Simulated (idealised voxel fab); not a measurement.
process module | voxel wiring stack
FYI the section here is cut, 230 nm wide, cells are 5 nm squares.
Cross-section, as written here: a square-cell grid given band by band from the top down, where a band holds one or more rows of cells.
Each band's line starts with the height of the band's top and of its bottom, in nm. Then come its materials from left to right, each with its width in nm. One material with "full width" fills the band from edge to edge. "empty" is empty space.
Where do heights start? At 0: under that level the wafer as delivered is made of one material only. And the lowest band has no floor; it just carries on downward, as in "from 0 down".
The two numbers in a width such as "30->40" mark its ends across the band: the first belongs to the top row of cells, the second to the bottom row, and from each row to the next the width moves by the same amount.
You'll sometimes find "all unchanged" written for a step, and that's the way of saying that nowhere in the cross-section did a cell change during that step.
The entry "Sealed void inventory" lists the empty spaces that cover at least 8 cells and have no open path to the top. Each is written as width x height at distance, where the distance is measured from the left edge and all three values are in nm.
What comes after the settings on a step's line is commentary from the simulator itself on that step.
overlay nm: for a step with a mask, the amount by which the mask lay right of where it was planned; a negative amount means left of it.

[The following list gives the planned process steps]
step 1: RECEIVE | material Si
step 2: CONFORMAL_DEP | material SiO2 | thk nm 10
step 3: DIRECTIONAL_DEP | material TiN | thk nm 5
step 4: DIRECTIONAL_DEP | material W | thk nm 20
step 5: PATTERN | tone cover | mask id METAL_1 | material resist | width nm 25 | pitch nm 40 | thk nm 20 | overlay nm 0
step 6: DIRECTIONAL_ETCH | etch materials W | depth nm 20
step 7: DIRECTIONAL_ETCH | etch materials TiN | depth nm 5
step 8: STRIP | etch materials resist
step 9: CONFORMAL_DEP | material SiN | thk nm 5
step 10: FILL_DEP | material SiO2 | thk nm 10
step 11: CMP | height nm 35
step 12: CONFORMAL_DEP | material SiCN | thk nm 5
step 13: DIRECTIONAL_DEP | material lowk | thk nm 15
step 14: MASKED_ETCH | tone open | mask id PLUG_1 | width nm 15 | pitch nm 80 | etch materials lowk | depth nm 15 | overlay nm 0
step 15: MASKED_ETCH | tone open | mask id PLUG_1 | width nm 15 | pitch nm 80 | etch materials SiCN | depth nm 5 | overlay nm 0
step 16: EPI | material Ru | thk nm 10
step 17: EPI | material Ru | thk nm 10
step 18: DIRECTIONAL_DEP | material TiN | thk nm 5
step 19: DIRECTIONAL_DEP | material Ru | thk nm 15
step 20: DIRECTIONAL_DEP | material aC | thk nm 10
step 21: PATTERN | tone cover | mask id METAL_2 | material resist | width nm 25 | pitch nm 40 | thk nm 30 | overlay nm 0
step 22: DIRECTIONAL_ETCH | etch materials aC | depth nm 10
step 23: STRIP | etch materials resist
step 24: DIRECTIONAL_ETCH | etch materials Ru | depth nm 15
step 25: DIRECTIONAL_ETCH | etch materials TiN | depth nm 5
step 26: STRIP | etch materials aC
step 27: CONFORMAL_DEP | material SiCN | thk nm 5
step 28: FILL_DEP | material lowk | thk nm 5
step 29: CMP | height nm 75
step 30: CONFORMAL_DEP | material SiCN | thk nm 5
step 31: DIRECTIONAL_DEP | material SiO2 | thk nm 35
step 32: MASKED_ETCH | tone open | mask id METAL_3_HOLES | width nm 15 | pitch nm 40 | etch materials SiO2 | depth nm 35 | overlay nm 0
step 33: DIRECTIONAL_DEP | material aC | thk nm 15
step 34: PATTERN | tone open | mask id METAL_3 | material resist | width nm 25 | pitch nm 40 | thk nm 30 | overlay nm 0
step 35: DIRECTIONAL_ETCH | etch materials aC | depth nm 15
step 36: STRIP | etch materials resist
step 37: DIRECTIONAL_ETCH | etch materials SiO2 | depth nm 20
step 38: DIRECTIONAL_ETCH | etch materials SiCN | depth nm 5
step 39: STRIP | etch materials aC
step 40: CONFORMAL_DEP | material TiN | thk nm 5
step 41: FILL_DEP | material Cu | thk nm 10
step 42: CMP | height nm 115
step 43: CONFORMAL_DEP | material SiCN | thk nm 5
step 44: DIRECTIONAL_DEP | material lowk | thk nm 25
step 45: DIRECTIONAL_DEP | material aC | thk nm 15
step 46: PATTERN | tone open | mask id METAL_4_HOLES | material resist | width nm 15 | pitch nm 40 | thk nm 35 | overlay nm 0
step 47: DIRECTIONAL_ETCH | etch materials aC | depth nm 15
step 48: STRIP | etch materials resist
step 49: DIRECTIONAL_ETCH | etch materials lowk | depth nm 25
step 50: STRIP | etch materials aC
step 51: MASKED_ETCH | tone open | mask id METAL_4 | width nm 25 | pitch nm 40 | etch materials lowk | depth nm 15 | overlay nm 0
step 52: MASKED_ETCH | tone open | mask id METAL_4 | width nm 25 | pitch nm 40 | etch materials SiCN | depth nm 5 | overlay nm 0
step 53: CONFORMAL_DEP | material TiN | thk nm 5
step 54: FILL_DEP | material Ru | thk nm 10
step 55: CMP | height nm 145
step 56: CONFORMAL_DEP | material SiCN | thk nm 5

[This is the cross-section of the wafer as we received it, i.e. after step 1]
* from 0 down = Si full width
* Sealed void inventory: none

[End-of-module XS, first of two wafers, run as planned]
* from 150 to 145 = SiCN full width
* from 145 to 135 = lowk=60 | TiN=5 | Ru=15 | TiN=5 | lowk=15 | TiN=5 | Ru=15 | TiN=5 | lowk=15 | TiN=5 | Ru=15 | TiN=5 | lowk=65
* from 135 to 130 = lowk=60 | TiN=5 | Ru=5 | TiN=15 | lowk=15 | TiN=5 | Ru=5 | TiN=15 | lowk=15 | TiN=5 | Ru=5 | TiN=15 | lowk=65
* from 130 to 120 = lowk=60 | TiN=5 | Ru=5 | TiN=5 | lowk=25 | TiN=5 | Ru=5 | TiN=5 | lowk=25 | TiN=5 | Ru=5 | TiN=5 | lowk=75
* from 120 to 115 = SiCN=60 | TiN=15 | SiCN=25 | TiN=15 | SiCN=25 | TiN=15 | SiCN=75
* from 115 to 100 = SiO2=60 | TiN=5 | Cu=15 | TiN=5 | SiO2=15 | TiN=5 | Cu=15 | TiN=5 | SiO2=15 | TiN=5 | Cu=15 | TiN=5 | SiO2=65
* from 100 to 95 = SiO2=60 | TiN=5 | Cu=5 | TiN=15 | SiO2=15 | TiN=5 | Cu=5 | TiN=15 | SiO2=15 | TiN=5 | Cu=5 | TiN=15 | SiO2=65
* from 95 to 80 = SiO2=60 | TiN=5 | Cu=5 | TiN=5 | SiO2=25 | TiN=5 | Cu=5 | TiN=5 | SiO2=25 | TiN=5 | Cu=5 | TiN=5 | SiO2=75
* from 80 to 75 = SiCN=60 | TiN=15 | SiCN=25 | TiN=15 | SiCN=25 | TiN=15 | SiCN=75
* from 75 to 60 = lowk=55 | SiCN=5 | Ru=25 | SiCN=5 | lowk=5 | SiCN=5 | Ru=25 | SiCN=5 | lowk=5 | SiCN=5 | Ru=25 | SiCN=5 | lowk=60
* from 60 to 55 = SiCN=60 | TiN=25 | SiCN=15 | TiN=25 | SiCN=15 | TiN=25 | SiCN=65
* from 55 to 40 = lowk=60 | Ru=15 | lowk=65 | Ru=15 | lowk=75
* from 40 to 35 = SiCN=60 | Ru=15 | SiCN=65 | Ru=15 | SiCN=75
* from 35 to 15 = SiO2=55 | SiN=5 | W=25 | SiN=5 | SiO2=5 | SiN=5 | W=25 | SiN=5 | SiO2=5 | SiN=5 | W=25 | SiN=5 | SiO2=60
* from 15 to 10 = SiN=60 | TiN=25 | SiN=15 | TiN=25 | SiN=15 | TiN=25 | SiN=65
* from 10 to 0 = SiO2 full width
* from 0 down = Si full width
* Sealed void inventory: none

[second wafer at the end: like start, like plan, one mistake]
* from 150 to 145 = SiCN full width
* from 145 to 135 = lowk=60 | TiN=5 | Ru=15 | TiN=5 | lowk=15 | TiN=5 | Ru=15 | TiN=5 | lowk=15 | TiN=5 | Ru=15 | TiN=5 | lowk=65
* from 135 to 130 = lowk=60 | TiN=5 | Ru=5 | TiN=15 | lowk=15 | TiN=5 | Ru=5 | TiN=15 | lowk=15 | TiN=5 | Ru=5 | TiN=15 | lowk=65
* from 130 to 120 = lowk=60 | TiN=5 | Ru=5 | TiN=5 | lowk=25 | TiN=5 | Ru=5 | TiN=5 | lowk=25 | TiN=5 | Ru=5 | TiN=5 | lowk=75
* from 120 to 115 = SiCN=60 | TiN=15 | SiCN=25 | TiN=15 | SiCN=25 | TiN=15 | SiCN=75
* from 115 to 100 = SiO2=60 | TiN=5 | Cu=5 | TiN=5 | SiO2=25 | TiN=5 | Cu=5 | TiN=5 | SiO2=25 | TiN=5 | Cu=5 | TiN=5 | SiO2=75
* from 100 to 95 = SiO2=60 | TiN=15 | SiO2=25 | TiN=15 | SiO2=25 | TiN=15 | SiO2=75
* from 95 to 80 = SiO2 full width
* from 80 to 75 = SiCN full width
* from 75 to 60 = lowk=55 | SiCN=5 | Ru=25 | SiCN=5 | lowk=5 | SiCN=5 | Ru=25 | SiCN=5 | lowk=5 | SiCN=5 | Ru=25 | SiCN=5 | lowk=60
* from 60 to 55 = SiCN=60 | TiN=25 | SiCN=15 | TiN=25 | SiCN=15 | TiN=25 | SiCN=65
* from 55 to 40 = lowk=60 | Ru=15 | lowk=65 | Ru=15 | lowk=75
* from 40 to 35 = SiCN=60 | Ru=15 | SiCN=65 | Ru=15 | SiCN=75
* from 35 to 15 = SiO2=55 | SiN=5 | W=25 | SiN=5 | SiO2=5 | SiN=5 | W=25 | SiN=5 | SiO2=5 | SiN=5 | W=25 | SiN=5 | SiO2=60
* from 15 to 10 = SiN=60 | TiN=25 | SiN=15 | TiN=25 | SiN=15 | TiN=25 | SiN=65
* from 10 to 0 = SiO2 full width
* from 0 down = Si full width
* Sealed void inventory: none
Deviation from plan: execution of plan step 31 occurred twice
At the finish, the second wafer shows more or fewer cells for some materials than the first does: Cu -30, SiCN +9, SiO2 +51, TiN -30
